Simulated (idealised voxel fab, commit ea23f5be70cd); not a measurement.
This is a process module. Its name is voxel ribs on slabs.
Section shown: cut. Width: 250 nm. Cell size: 5 nm, square.
Just so we're on the same page, the cross-sections are grids of square cells, and they're listed out in bands top to bottom, each band one or more rows deep.
Quick guide to a band line: top height, bottom height (nm) up front; then every material left to right with its width in nm. Only one material and it's marked "all across"? Then it fills the band edge to edge. And "blank" just means empty space.
Heights are expressed relative to 0, this being the level below which the as-received wafer comprises one material exclusively. The lowest band is unbounded in the downward direction and is denoted as in "0 and below".
Quick explanation for "30->40": the width changes in equal steps down the rows of cells, from the first number in the band's top row to the second number in its bottom row.
Given "nothing altered" for a step, no cell of the cross-section differs between before and after that step.
For the entry "closed voids", the listed items are empty spaces with no open way to the top whose size is 8 cells or more; each item follows the pattern width x height at distance, where distance is from the left edge and all three are in nm.
Note: text after step settings on the step line = simulator remark on that step.
overlay nm: mask offset rightward from planned place, masked step; negative means leftward offset.

# The process steps that were planned are listed below
1) RECEIVE | material Si
2) DIRECTIONAL_DEP | material SiO2 | thk nm 20
3) DIRECTIONAL_DEP | material polySi | thk nm 25
4) MASKED_ETCH | tone cover | mask id RIB | width nm 20 | etch materials polySi | depth nm 10 | overlay nm 0
5) PATTERN | tone cover | mask id SLAB | material resist | width nm 70 | thk nm 15 | overlay nm 0
6) DIRECTIONAL_ETCH | etch materials polySi | depth nm 15
7) STRIP | etch materials resist
8) FILL_DEP | material SiO2 | thk nm 20
9) CMP | height nm 55
10) DIRECTIONAL_DEP | material W | thk nm 5
11) DIRECTIONAL_DEP | material aC | thk nm 10
12) PATTERN | tone cover | mask id HEATER | material resist | width nm 30 | thk nm 25 | overlay nm 0
13) DIRECTIONAL_ETCH | etch materials aC | depth nm 10
14) STRIP | etch materials resist
15) DIRECTIONAL_ETCH | etch materials W | depth nm 5
16) STRIP | etch materials aC
17) CONFORMAL_DEP | material SiN | thk nm 5

# Shown in cross-section is the wafer as received, that is, as it stands after step 1
* 0 and below = Si all across
* closed voids: none

# The first of the two wafers as seen in cross-section once the module was finished; processing followed the plan
* 65 down to 60 = blank (105) / SiN (40) / blank (105)
* 60 down to 55 = SiN (110) / W (30) / SiN (110)
* 55 down to 45 = SiO2 all across
* 45 down to 35 = SiO2 (115) / polySi (20) / SiO2 (115)
* 35 down to 20 = SiO2 (90) / polySi (70) / SiO2 (90)
* 20 down to 0 = SiO2 all across
* 0 and below = Si all across
* closed voids: none

# The second wafer, shown in cross-section after the module: started the same way as the first and given the same plan, yet one mistake crept into how it was run
* 65 down to 60 = blank (105) / SiN (40) / blank (105)
* 60 down to 55 = SiN (110) / W (30) / SiN (110)
* 55 down to 25 = SiO2 all across
* 25 down to 0 = polySi all across
* 0 and below = Si all across
* closed voids: none
So what did we get wrong on this run? mixed up steps 2 and 3 - ran each in the other's place
Per the end-of-run cell counts, the second wafer holds more or fewer of some materials than the first: -200 SiO2 | +200 polySi
